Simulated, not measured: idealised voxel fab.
The document below concerns the process module designated voxel spacer lines.
Cross-section cut: width 275 nm, square cells of 5 nm.
Each cross-section below is a grid of square cells, stated as bands in top-down order, with one or more rows of cells making up each band.
Heads up on the band format: heights come first, top then bottom, in nm. After that it's the materials left to right, each with its width in nm. A single material flagged "full width" fills the whole band edge to edge, and "empty" means there's empty space there.
Height 0 is the level under which the wafer as received is all one material. The lowest band goes on downwards, as in "top 0, no bottom".
You'd read "30->40" like this: the band's top row of cells is as wide as the first number, its bottom row is as wide as the second, and going down, every row changes width by the same amount as the row before did.
"remains unaltered" for a step: no cell of the cross-section changed in that step.
You'll see "Sealed internal cavities" listing empty spaces that have no way open to the top, as long as they're 8 cells or more; the notation is width x height at distance, where the distance is from the left edge, and all of it is in nm.
Post-settings text on a step line: simulator's own remark regarding the step.
For masked steps, "overlay nm" on the step line gives how far right of plan the mask actually lay; a minus sign means it lay to the left.

THE STEPS PLANNED FOR THE PROCESS ARE AS FOLLOWS
1 RECEIVE,material Si
2 CONFORMAL_DEP,material Al2O3,thk nm 5
3 DIRECTIONAL_DEP,material SiN,thk nm 15
4 DIRECTIONAL_DEP,material polySi,thk nm 20
5 PATTERN,tone cover,mask id MANDREL,material resist,width nm 25,pitch nm 70,thk nm 25,overlay nm 0
6 DIRECTIONAL_ETCH,etch materials polySi,depth nm 20
7 STRIP,etch materials resist
8 CONFORMAL_DEP,material SiO2,thk nm 10
9 DIRECTIONAL_ETCH,etch materials SiO2,depth nm 10
10 STRIP,etch materials polySi
11 DIRECTIONAL_ETCH,etch materials SiN,depth nm 15
12 STRIP,etch materials SiO2

CROSS-SECTION: WAFER ON ARRIVAL = AFTER STEP 1
* top 0, no bottom = Si full width
* Sealed internal cavities: none

POST-MODULE CROSS-SECTION OF THE FIRST OF TWO WAFERS (RUN PER PLAN)
* top 20, bottom 5 = empty 45 | SiN 10 | empty 25 | SiN 10 | empty 25 | SiN 10 | empty 25 | SiN 10 | empty 25 | SiN 10 | empty 25 | SiN 10 | empty 45
* top 5, bottom 0 = Al2O3 full width
* top 0, no bottom = Si full width
* Sealed internal cavities: none

SECOND WAFER THROUGH THE MODULE, SECTIONED AT THE END: SAME BEGINNING AND SAME PLAN AS THE FIRST WAFER, WITH ONE MISTAKE IN CARRYING IT OUT
* top 35, bottom 20 = empty 45 | SiN 10 | empty 25 | SiN 10 | empty 25 | SiN 10 | empty 25 | SiN 10 | empty 25 | SiN 10 | empty 25 | SiN 10 | empty 45
* top 20, bottom 5 = SiN full width
* top 5, bottom 0 = Al2O3 full width
* top 0, no bottom = Si full width
* Sealed internal cavities: none
The mistake made against the process plan was this: yeah, plan step 3 got run twice
Counted in cells at the end, the second wafer holds more or fewer of these materials than the first: +165 SiN
